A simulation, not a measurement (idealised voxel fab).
Herein follows the process module entitled voxel transistor to metal.
The cross-section on display is named cut; it measures 275 nm wide, and its cells are 5 nm squares.
In what follows, cross-sections appear as grids of square cells, described through bands that run from the top down, where every band is one or more rows of cells.
Top height, bottom height, nm. Materials left to right, width each, nm. Single material + "everywhere" = fills band edge to edge. "empty" = empty.
Beneath 0, the wafer as received is one material, and that level is where height counting begins. The lowest band goes on downward without a bottom; it is written like "0..down".
It should be noted that a width expressed as "30 to 40" varies in equal increments from row to row of cells within the band, taking the value of the first number at the top row and that of the second number at the bottom row.
You'll sometimes find "remained the same" written for a step, and that's the way of saying that nowhere in the cross-section did a cell change during that step.
Any empty space of 8 cells or more lacking an open way to the top shows up in "Internal closed voids" as width x height at distance, distance from the left edge, in nm.
Step line, after settings: the simulator's comment on this step.
"overlay nm" denotes, for a step that has a mask, the displacement of the mask to the right of its planned place, with negative values corresponding to the left.
# Steps planned for the process
1: RECEIVE, material Si
2: CONFORMAL_DEP, material SiO2, thk nm 5
3: CONFORMAL_DEP, material SiN, thk nm 10
4: DIRECTIONAL_DEP, material aC, thk nm 15
5: PATTERN, tone cover, mask id ACTIVE, material resist, width nm 85, pitch nm 110, thk nm 35, overlay nm 0
6: DIRECTIONAL_ETCH, etch materials aC, depth nm 15
7: STRIP, etch materials resist
8: DIRECTIONAL_ETCH, etch materials SiN, depth nm 10
9: DIRECTIONAL_ETCH, etch materials SiO2, depth nm 5
10: DIRECTIONAL_ETCH, etch materials Si, depth nm 25
11: STRIP, etch materials aC
12: FILL_DEP, material SiO2, thk nm 5
13: CMP, height nm 15
14: SELECTIVE_ETCH, etch materials SiO2, depth nm 5
15: STRIP, etch materials SiN
16: SELECTIVE_ETCH, etch materials SiO2, depth nm 5
17: OXIDIZE, depth nm 5
18: DIRECTIONAL_DEP, material polySi, thk nm 30
19: DIRECTIONAL_DEP, material SiCN, thk nm 10
20: MASKED_ETCH, tone cover, mask id GATE, width nm 15, pitch nm 110, etch materials SiCN, depth nm 20, overlay nm 0
21: MASKED_ETCH, tone cover, mask id GATE, width nm 15, pitch nm 110, etch materials polySi, depth nm 40, overlay nm 0
22: CONFORMAL_DEP, material SiN, thk nm 10
23: DIRECTIONAL_ETCH, etch materials SiN, depth nm 10
24: DIRECTIONAL_ETCH, etch materials SiO2, depth nm 5
25: DIRECTIONAL_ETCH, etch materials Si, depth nm 15
26: EPI, material nSi, thk nm 20
27: FILL_DEP, material SiO2, thk nm 10
28: CMP, height nm 40
29: DIRECTIONAL_DEP, material SiO2, thk nm 15
30: PATTERN, tone open, mask id CONTACT, material resist, width nm 25, thk nm 20, overlay nm 0
31: DIRECTIONAL_ETCH, etch materials SiO2, depth nm 40
32: STRIP, etch materials resist
33: CONFORMAL_DEP, material TiN, thk nm 5
34: FILL_DEP, material W, thk nm 5
35: CMP, height nm 55
36: DIRECTIONAL_DEP, material TiN, thk nm 5
37: DIRECTIONAL_DEP, material Ru, thk nm 25
38: MASKED_ETCH, tone cover, mask id METAL_1, width nm 15, etch materials Ru, depth nm 25, overlay nm 0
39: MASKED_ETCH, tone cover, mask id METAL_1, width nm 15, etch materials TiN, depth nm 5, overlay nm 0
40: CONFORMAL_DEP, material SiCN, thk nm 5
41: FILL_DEP, material SiO2, thk nm 5
42: CMP, height nm 85
43: CONFORMAL_DEP, material SiCN, thk nm 5
44: DIRECTIONAL_DEP, material SiO2, thk nm 30
45: DIRECTIONAL_DEP, material aC, thk nm 15
46: PATTERN, tone open, mask id METAL_2, material resist, width nm 15, pitch nm 110, thk nm 30, overlay nm 0
47: DIRECTIONAL_ETCH, etch materials aC, depth nm 15
48: STRIP, etch materials resist
49: DIRECTIONAL_ETCH, etch materials SiO2, depth nm 15
50: STRIP, etch materials aC
51: DIRECTIONAL_DEP, material aC, thk nm 15
52: PATTERN, tone open, mask id METAL_2_HOLES, material resist, width nm 15, pitch nm 110, thk nm 35, overlay nm 0
53: DIRECTIONAL_ETCH, etch materials aC, depth nm 15
54: STRIP, etch materials resist
55: DIRECTIONAL_ETCH, etch materials SiO2, depth nm 15
56: DIRECTIONAL_ETCH, etch materials SiCN, depth nm 5
57: STRIP, etch materials aC
58: CONFORMAL_DEP, material TiN, thk nm 5
59: FILL_DEP, material Ru, thk nm 5
60: CMP, height nm 120
61: CONFORMAL_DEP, material SiCN, thk nm 5
# Cross-sectional view of the wafer in its as-received condition, corresponding to the state after step 1
	0..down  Si everywhere
	Internal closed voids: none
# Here's the wafer cut in cross-section after the module, started and planned just like above, except one thing was done wrong in the run
	125..120  SiCN everywhere
	120..115  Ru everywhere
	115..110  TiN (50) / Ru (5) / TiN (105) / Ru (5) / TiN (110)
	110..80  SiO2 (45) / TiN (5) / Ru (5) / TiN (5) / SiO2 (95) / TiN (5) / Ru (5) / TiN (5) / SiO2 (105)
	80..75  SiCN (45) / TiN (15) / SiCN (95) / TiN (15) / SiCN (105)
	75..60  SiO2 (40) / SiCN (5) / Ru (15) / SiCN (5) / SiO2 (35) / SiCN (5) / Ru (15) / SiCN (5) / SiO2 (25) / SiCN (5) / Ru (15) / SiCN (5) / SiO2 (35) / SiCN (5) / Ru (15) / SiCN (5) / SiO2 (40)
	60..55  SiCN (45) / TiN (15) / SiCN (45) / TiN (15) / SiCN (35) / TiN (15) / SiCN (45) / TiN (15) / SiCN (45)
	55..45  SiO2 (45) / TiN (5) / W (15) / TiN (5) / SiO2 (25) / TiN (5) / W (15) / TiN (5) / SiO2 (35) / TiN (5) / W (15) / TiN (5) / SiO2 (25) / TiN (5) / W (15) / TiN (5) / SiO2 (45)
	45..40  SiO2 (45) / TiN (5) / W (10) / TiN (10) / SiO2 (25) / TiN (10) / W (10) / TiN (5) / SiO2 (35) / TiN (5) / W (10) / TiN (10) / SiO2 (25) / TiN (10) / W (10) / TiN (5) / SiO2 (45)
	40..30  SiO2 (45) / TiN (5) / W (10) / TiN (5) / SiN (10) / SiCN (15) / SiN (10) / TiN (5) / W (10) / TiN (5) / SiO2 (35) / TiN (5) / W (10) / TiN (5) / SiN (10) / SiCN (15) / SiN (10) / TiN (5) / W (10) / TiN (5) / SiO2 (45)
	30..20  SiO2 (45) / TiN (5) / W (10) / TiN (5) / SiN (10) / polySi (15) / SiN (10) / TiN (5) / W (10) / TiN (5) / SiO2 (35) / TiN (5) / W (10) / TiN (5) / SiN (10) / polySi (15) / SiN (10) / TiN (5) / W (10) / TiN (5) / SiO2 (45)
	20..15  SiO2 (45) / TiN (20) / SiN (10) / polySi (15) / SiN (10) / TiN (20) / SiO2 (35) / TiN (20) / SiN (10) / polySi (15) / SiN (10) / TiN (20) / SiO2 (45)
	15..5  SiO2 (35) / nSi (30) / SiN (10) / polySi (15) / SiN (10) / nSi (30) / SiO2 (15) / nSi (30) / SiN (10) / polySi (15) / SiN (10) / nSi (30) / SiO2 (35)
	5..0  SiO2 (35) / SiN (10) / nSi (20) / SiN (10) / polySi (15) / SiN (10) / nSi (20) / SiN (10) / SiO2 (15) / SiN (10) / nSi (20) / SiN (10) / polySi (15) / SiN (10) / nSi (20) / SiN (10) / SiO2 (35)
	0..-5  SiO2 (45) / nSi (20) / SiO2 (35) / nSi (20) / SiO2 (35) / nSi (20) / SiO2 (35) / nSi (20) / SiO2 (45)
	-5..-20  SiO2 (40) / Si (5) / nSi (20) / Si (35) / nSi (20) / Si (5) / SiO2 (25) / Si (5) / nSi (20) / Si (35) / nSi (20) / Si (5) / SiO2 (40)
	-20..-25  SiO2 (40) / Si (85) / SiO2 (25) / Si (85) / SiO2 (40)
	-25..down  Si everywhere
	Internal closed voids: none
What was the processing mistake? for step 42, the planned setting was not used; the step was instead run as CMP, height nm 75
